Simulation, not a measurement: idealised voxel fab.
process module | voxel fin reveal
cross-section cut | 290 nm wide | cells 5 nm
A cross-section is a grid of square cells, given in bands from the top down. A band is one or more rows of cells.
Each band's line starts with the height of the band's top and of its bottom, in nm. Then come its materials from left to right, each with its width in nm. One material with "throughout" fills the band from edge to edge. "air" is empty space.
Height 0 is the level under which the wafer as received is all one material. The lowest band goes on downwards, as in "0 down".
A width such as "30 to 40" changes by the same amount from each row of cells to the next, from the band's top row to its bottom row.
"no change" after a step means that no cell of the cross-section changed.
closed voids: empty space of 8 cells or more with no open way to the top, each as width x height at its distance from the left edge, in nm
after a step's settings: what the simulator itself notes on the step
overlay nm, on a step with a mask: how far to the right of its planned place the mask lay; to the left if negative
plan
1 op RECEIVE | material Si
2 op CONFORMAL_DEP | material SiN | thk nm 10
3 op PATTERN | tone cover | mask id FINS | material resist | width nm 15 | pitch nm 40 | thk nm 15 | overlay nm 0
4 op DIRECTIONAL_ETCH | etch materials SiN | depth nm 10
5 op DIRECTIONAL_ETCH | etch materials Si | depth nm 35
6 op STRIP | etch materials resist
7 op OXIDIZE | depth nm 5
8 op FILL_DEP | material SiO2 | thk nm 5
9 op CMP | height nm 10
10 op SELECTIVE_ETCH | etch materials SiO2 | depth nm 25
11 op STRIP | etch materials SiN
12 op CONFORMAL_DEP | material HfO2 | thk nm 5
as received, after step 1
  0 down: Si throughout
  closed voids: none
first wafer at the end, as planned
  5 to 0: air 115 | HfO2 15 | air 25 | HfO2 15 | air 120
  0 to -10: air 115 | HfO2 5 | Si 5 | HfO2 5 | air 25 | HfO2 5 | Si 5 | HfO2 5 | air 120
  -10 to -15: HfO2 120 | Si 5 | HfO2 35 | Si 5 | HfO2 125
  -15 to -40: SiO2 120 | Si 5 | SiO2 35 | Si 5 | SiO2 125
  -40 down: Si throughout
  closed voids: none
second wafer at the end: like start, like plan, one mistake
  5 to 0: air 115 | HfO2 15 | air 25 | HfO2 15 | air 120
  0 to -10: air 115 | HfO2 5 | Si 5 | HfO2 5 | air 25 | HfO2 5 | Si 5 | HfO2 5 | air 120
  -10 to -15: HfO2 120 | Si 5 | HfO2 35 | Si 5 | HfO2 125
  -15 to -75: SiO2 120 | Si 5 | SiO2 35 | Si 5 | SiO2 125
  -75 down: Si throughout
  closed voids: none
what went wrong: step 5 was run twice
at the end the second wafer has, in cells: 392 fewer of Si | 392 more of SiO2
